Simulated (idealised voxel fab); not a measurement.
You're looking at the process module voxel air gaps.
260 nm wide, 5 nm square cells: that's cross-section cut.
A cross-section is written here as square cells arranged in a grid, and it is given in bands from the top down, each band taking up one or more rows of cells.
A band entry consists of two parts. The first gives the height of the band's top and the height of its bottom, in nm. The rest lists the band's materials from left to right, each with its width in nm. A single material labelled with the word "everywhere" fills the band from edge to edge, and the word "blank" marks empty space.
Basically, 0 is our baseline, since under it the wafer straight out of the box is all one material. The bottom band has no lower end and keeps on going down, so it looks like "0 nm and below".
Top row gets the first number, bottom row gets the second, and each row in between changes by the same step: that is how a band width like "30->40" works.
No cell of the cross-section changed in a step that is given as "no change occurred".
You'll see "Closed void catalog" listing empty spaces that have no way open to the top, as long as they're 8 cells or more; the notation is width x height at distance, where the distance is from the left edge, and all of it is in nm.
It should be noted that, on the line of a given step, the content following the step's settings is a remark produced by the simulator itself with respect to that step.
What "overlay nm" on a step's line means: if the step has a mask, that mask lay this far to the right of its planned place, or, when the value is negative, to the left.

These are the steps we planned for the process
1 RECEIVE | material Si
2 CONFORMAL_DEP | material SiO2 | thk nm 15
3 CONFORMAL_DEP | material SiCN | thk nm 5
4 DIRECTIONAL_DEP | material SiO2 | thk nm 40
5 PATTERN | tone open | mask id LINES | material resist | width nm 20 | pitch nm 45 | thk nm 20 | overlay nm 0
6 DIRECTIONAL_ETCH | etch materials SiO2 | depth nm 40
7 STRIP | etch materials resist
8 CONFORMAL_DEP | material TiN | thk nm 5
9 FILL_DEP | material Ru | thk nm 5
10 CMP | height nm 60
11 EPI | material Ru | thk nm 10
12 SELECTIVE_ETCH | etch materials SiO2 | depth nm 50
13 CONFORMAL_DEP | material SiCN | thk nm 5

Cross-section: wafer on arrival = after step 1
	0 nm and below | Si everywhere
	Closed void catalog: none

Result of the module, cross-sectioned: start per above, plan per above, one error in how it was run
	75 nm to 70 nm | blank 35 nm, then SiCN 185 nm, then blank 40 nm
	70 nm to 60 nm | blank 35 nm, then SiCN 5 nm, then Ru 40 nm, then SiCN 5 nm, then Ru 40 nm, then SiCN 5 nm, then Ru 40 nm, then SiCN 5 nm, then Ru 40 nm, then SiCN 5 nm, then blank 40 nm
	60 nm to 55 nm | blank 35 nm, then SiCN 15 nm, then TiN 5 nm, then Ru 10 nm, then TiN 5 nm, then SiCN 25 nm, then TiN 5 nm, then Ru 10 nm, then TiN 5 nm, then SiCN 25 nm, then TiN 5 nm, then Ru 10 nm, then TiN 5 nm, then SiCN 25 nm, then TiN 5 nm, then Ru 10 nm, then TiN 5 nm, then SiCN 15 nm, then blank 40 nm
	55 nm to 40 nm | blank 45 nm, then SiCN 5 nm, then TiN 5 nm, then Ru 10 nm, then TiN 5 nm, then SiCN 5 nm, then blank 15 nm, then SiCN 5 nm, then TiN 5 nm, then Ru 10 nm, then TiN 5 nm, then SiCN 5 nm, then blank 15 nm, then SiCN 5 nm, then TiN 5 nm, then Ru 10 nm, then TiN 5 nm, then SiCN 5 nm, then blank 15 nm, then SiCN 5 nm, then TiN 5 nm, then Ru 10 nm, then TiN 5 nm, then SiCN 5 nm, then blank 50 nm
	40 nm to 35 nm | SiCN 50 nm, then TiN 20 nm, then SiCN 25 nm, then TiN 20 nm, then SiCN 25 nm, then TiN 20 nm, then SiCN 25 nm, then TiN 20 nm, then SiCN 55 nm
	35 nm to 30 nm | SiCN everywhere
	30 nm to 0 nm | SiO2 everywhere
	0 nm and below | Si everywhere
	Closed void catalog: 15 x 15 at 75; 15 x 15 at 120; 15 x 15 at 165
Against the plan, the run slipped here: step 2 in the plan was executed twice
